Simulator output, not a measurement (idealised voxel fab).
process module | voxel fin reveal
cross-section cut | 285 nm wide | cells 5 nm
A cross-section is a grid of square cells, given in bands from the top down. A band is one or more rows of cells.
Each band's line starts with the height of the band's top and of its bottom, in nm. Then come its materials from left to right, each with its width in nm. One material with "throughout" fills the band from edge to edge. "air" is empty space.
Height 0 is the level under which the wafer as received is all one material. The lowest band goes on downwards, as in "0 down".
A width such as "30 to 40" changes by the same amount from each row of cells to the next, from the band's top row to its bottom row.
"no change" after a step means that no cell of the cross-section changed.
closed voids: empty space of 8 cells or more with no open way to the top, each as width x height at its distance from the left edge, in nm
after a step's settings: what the simulator itself notes on the step
overlay nm, on a step with a mask: how far to the right of its planned place the mask lay; to the left if negative
plan
1 op RECEIVE | material Si
2 op CONFORMAL_DEP | material SiN | thk nm 10
3 op MASKED_ETCH | tone cover | mask id FINS | width nm 15 | pitch nm 35 | etch materials SiN | depth nm 10 | overlay nm 0
4 op MASKED_ETCH | tone cover | mask id FINS | width nm 15 | pitch nm 35 | etch materials Si | depth nm 30 | overlay nm 0
5 op OXIDIZE | depth nm 5
6 op FILL_DEP | material SiO2 | thk nm 15
7 op CMP | height nm 10
8 op SELECTIVE_ETCH | etch materials SiO2 | depth nm 30
9 op STRIP | etch materials SiN
as received, after step 1
  0 down: Si throughout
  closed voids: none
first wafer at the end, as planned
  0 to -20: air 120 | Si 5 | air 30 | Si 5 | air 125
  -20 to -35: SiO2 120 | Si 5 | SiO2 30 | Si 5 | SiO2 125
  -35 down: Si throughout
  closed voids: none
second wafer at the end: like start, like plan, one mistake
  0 to -20: air 120 | Si 5 | air 30 | Si 5 | air 125
  -20 to -25: SiO2 120 | Si 5 | SiO2 30 | Si 5 | SiO2 125
  -25 down: Si throughout
  closed voids: none
what went wrong: step 4 ran as: op MASKED_ETCH | tone cover | mask id FINS | width nm 15 | pitch nm 35 | etch materials Si | depth nm 20 | overlay nm 0
at the end the second wafer has, in cells: 110 more of Si | 110 fewer of SiO2
